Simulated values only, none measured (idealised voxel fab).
Process module name: voxel double patterning
For reference, the cross-section in this document is cut, with width 175 nm and square cells of 5 nm.
This document writes a cross-section as a grid whose cells are square, and gives it as bands, listed from the top down; one or more rows of cells form a band.
Band: top height; bottom height; in nm. Then, left to right: material with width in nm, for each material. "full width": a single material spanning edge to edge. "blank": empty space.
Heights from 0 (as-received wafer is one material below). Bottom band endless downward, as "0 nm and below".
The notation "30->40" denotes a width that varies across the rows of cells in the band, beginning at the first number in the top row, finishing at the second number in the bottom row, and changing by an identical amount from each row to the next.
"stayed the same" (step): cross-section cells unchanged, all of them.
"Catalogued sealed voids" - sealed voids, min. 8 cells, no opening to top; format: width x height at distance (distance from left edge; nm throughout).
Past the settings on a step's line: simulator remark, on that step.
The optional step-line setting "overlay nm" applies to steps with a mask and quantifies how far to the right of its planned location the mask lay, a negative value indicating leftward placement.
[The process steps that were planned are listed below]
| 1 | RECEIVE (material Si) |
| 2 | CONFORMAL_DEP (material SiO2; thk nm 10) |
| 3 | DIRECTIONAL_DEP (material W; thk nm 10) |
| 4 | DIRECTIONAL_DEP (material SiCN; thk nm 5) |
| 5 | DIRECTIONAL_DEP (material aC; thk nm 10) |
| 6 | PATTERN (tone open; mask id FIRST; material resist; width nm 15; pitch nm 50; thk nm 25; overlay nm 0) |
| 7 | DIRECTIONAL_ETCH (etch materials aC; depth nm 10) |
| 8 | STRIP (etch materials resist) |
| 9 | DIRECTIONAL_ETCH (etch materials SiCN; depth nm 5) |
| 10 | STRIP (etch materials aC) |
| 11 | PATTERN (tone open; mask id SECOND; material resist; width nm 15; pitch nm 50; thk nm 15; overlay nm 0) |
| 12 | DIRECTIONAL_ETCH (etch materials SiCN; depth nm 5) |
| 13 | STRIP (etch materials resist) |
| 14 | DIRECTIONAL_ETCH (etch materials W; depth nm 10) |
| 15 | STRIP (etch materials SiCN) |
[Wafer cross-section on receipt, i.e. after step 1]
* 0 nm and below | Si full width
* Catalogued sealed voids: none
[Looking at the first of two wafers in cross-section at end of module - ran to plan]
* 20 nm to 10 nm | 30 W, then 15 blank, then 10 W, then 15 blank, then 10 W, then 15 blank, then 10 W, then 15 blank, then 10 W, then 15 blank, then 30 W
* 10 nm to 0 nm | SiO2 full width
* 0 nm and below | Si full width
* Catalogued sealed voids: none
[Module end: cross-section of wafer two of two. Same start and process plan as the first wafer. One mistake during execution]
* 20 nm to 10 nm | 30 W, then 15 blank, then 5 W, then 25 blank, then 5 W, then 15 blank, then 5 W, then 25 blank, then 5 W, then 15 blank, then 30 W
* 10 nm to 0 nm | SiO2 full width
* 0 nm and below | Si full width
* Catalogued sealed voids: none
What was done differently from what was planned? step 11: run off-plan, actual operation and settings PATTERN (tone open; mask id SECOND; material resist; width nm 25; pitch nm 50; thk nm 15; overlay nm 0)
It is noted that, at the conclusion of processing, the second wafer exhibits a higher or lower cell count for certain materials relative to the first: 8 fewer of W
